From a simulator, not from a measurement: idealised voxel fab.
Herein follows the process module entitled voxel wiring stack.
The cross-section on display is named cut; it measures 145 nm wide, and its cells are 5 nm squares.
For the purposes of this document, a cross-section shall be understood as a grid of square cells, specified as bands listed in top-to-bottom order, each band consisting of one or more rows of cells. In this notation a band is specified by the heights of its top and bottom, in that order and in nm, after which its materials appear from left to right, each paired with its width in nm. The word "full width" attached to a single material means that material fills the band from edge to edge; the word "empty" stands for empty space. Counting heights begins at 0, where everything beneath is, in the wafer as received, one material. The lowest band has no bottom; it goes on downwards, as "0 nm and below" shows. The width entry "30 to 40" should be interpreted row by row: the top row of cells in the band takes the first number, the bottom row takes the second number, and the change between adjacent rows is uniform throughout. Reading "left unchanged" for a step: not a cell of the cross-section changed in it. Under "Closed-off voids" you'll find the enclosed gaps, the ones with no way out to the top, that are 8 cells or bigger; each reads width x height at distance, with distance counted from the left edge, everything in nm. If you see something after the settings on a step's line, that's the simulator's own remark about that step. For masked steps, "overlay nm" on the step line gives how far right of plan the mask actually lay; a minus sign means it lay to the left.

### Process steps foreseen in the plan
1 RECEIVE [material Si]
2 CONFORMAL_DEP [material SiO2] [thk nm 15]
3 DIRECTIONAL_DEP [material TiN] [thk nm 5]
4 DIRECTIONAL_DEP [material W] [thk nm 15]
5 MASKED_ETCH [tone cover] [mask id METAL_1] [width nm 20] [pitch nm 45] [etch materials W] [depth nm 15] [overlay nm 0]
6 MASKED_ETCH [tone cover] [mask id METAL_1] [width nm 20] [pitch nm 45] [etch materials TiN] [depth nm 5] [overlay nm -15]
7 FILL_DEP [material lowk] [thk nm 5]
8 CMP [height nm 35]
9 CONFORMAL_DEP [material SiCN] [thk nm 5]
10 DIRECTIONAL_DEP [material lowk] [thk nm 15]
11 DIRECTIONAL_DEP [material aC] [thk nm 15]
12 PATTERN [tone open] [mask id PLUG_1] [material resist] [width nm 15] [thk nm 30] [overlay nm 0]
13 DIRECTIONAL_ETCH [etch materials aC] [depth nm 15]
14 STRIP [etch materials resist]
15 DIRECTIONAL_ETCH [etch materials lowk] [depth nm 15]
16 DIRECTIONAL_ETCH [etch materials SiCN] [depth nm 5]
17 STRIP [etch materials aC]
18 CONFORMAL_DEP [material TiN] [thk nm 5]
19 FILL_DEP [material Ru] [thk nm 5]
20 CMP [height nm 55]
21 CONFORMAL_DEP [material SiN] [thk nm 5]
22 DIRECTIONAL_DEP [material SiO2] [thk nm 15]
23 PATTERN [tone open] [mask id METAL_2] [material resist] [width nm 20] [pitch nm 45] [thk nm 20] [overlay nm 0]
24 DIRECTIONAL_ETCH [etch materials SiO2] [depth nm 15]
25 DIRECTIONAL_ETCH [etch materials SiN] [depth nm 5]
26 STRIP [etch materials resist]
27 CONFORMAL_DEP [material TiN] [thk nm 5]
28 FILL_DEP [material Ru] [thk nm 10]
29 CMP [height nm 75]
30 CONFORMAL_DEP [material SiN] [thk nm 5]
Don't read the plan's overlay nm for step 6 as applying to every wafer: that's the first wafer's value, and the wafers differ in it, though they all start identical.

### As-received state after step 1, first of several wafers, cross-section
* 0 nm and below: Si full width
* Closed-off voids: none

### End of the module, past its last step, step 30: how the first of several wafers looks in cross-section
* 80 nm to 75 nm: SiN full width
* 75 nm to 60 nm: 40 SiO2 | 5 TiN | 10 Ru | 5 TiN | 25 SiO2 | 5 TiN | 10 Ru | 5 TiN | 40 SiO2
* 60 nm to 55 nm: 40 SiN | 20 TiN | 25 SiN | 20 TiN | 40 SiN
* 55 nm to 40 nm: 40 lowk | 5 TiN | 5 Ru | 5 TiN | 90 lowk
* 40 nm to 35 nm: 40 SiCN | 15 TiN | 90 SiCN
* 35 nm to 20 nm: 40 lowk | 20 W | 25 lowk | 20 W | 40 lowk
* 20 nm to 15 nm: 25 lowk | 35 TiN | 10 lowk | 35 TiN | 40 lowk
* 15 nm to 0 nm: SiO2 full width
* 0 nm and below: Si full width
* Closed-off voids: none

### Last-wafer cross-section at the end of the module
* 80 nm to 75 nm: SiN full width
* 75 nm to 60 nm: 40 SiO2 | 5 TiN | 10 Ru | 5 TiN | 25 SiO2 | 5 TiN | 10 Ru | 5 TiN | 40 SiO2
* 60 nm to 55 nm: 40 SiN | 20 TiN | 25 SiN | 20 TiN | 40 SiN
* 55 nm to 40 nm: 40 lowk | 5 TiN | 5 Ru | 5 TiN | 90 lowk
* 40 nm to 35 nm: 40 SiCN | 15 TiN | 90 SiCN
* 35 nm to 20 nm: 40 lowk | 20 W | 25 lowk | 20 W | 40 lowk
* 20 nm to 15 nm: 40 lowk | 35 TiN | 10 lowk | 35 TiN | 25 lowk
* 15 nm to 0 nm: SiO2 full width
* 0 nm and below: Si full width
* Closed-off voids: none

### Each row below is a wafer at the end of the module, listing for every material the number of cells it has gained (+) or lost (-) since it was received, followed by its closed voids
overlay nm -15, +15 Ru, +26 SiCN, +50 SiN, +150 SiO2, +43 TiN, +24 W, +156 lowk, Closed-off voids: none
overlay nm -10, +15 Ru, +26 SiCN, +50 SiN, +150 SiO2, +41 TiN, +24 W, +158 lowk, Closed-off voids: none
overlay nm -5, +15 Ru, +26 SiCN, +50 SiN, +150 SiO2, +39 TiN, +24 W, +160 lowk, Closed-off voids: none
overlay nm 0, +15 Ru, +26 SiCN, +50 SiN, +150 SiO2, +37 TiN, +24 W, +162 lowk, Closed-off voids: none
overlay nm 5, +15 Ru, +26 SiCN, +50 SiN, +150 SiO2, +39 TiN, +24 W, +160 lowk, Closed-off voids: none
overlay nm 10, +15 Ru, +26 SiCN, +50 SiN, +150 SiO2, +41 TiN, +24 W, +158 lowk, Closed-off voids: none
overlay nm 15, +15 Ru, +26 SiCN, +50 SiN, +150 SiO2, +43 TiN, +24 W, +156 lowk, Closed-off voids: none
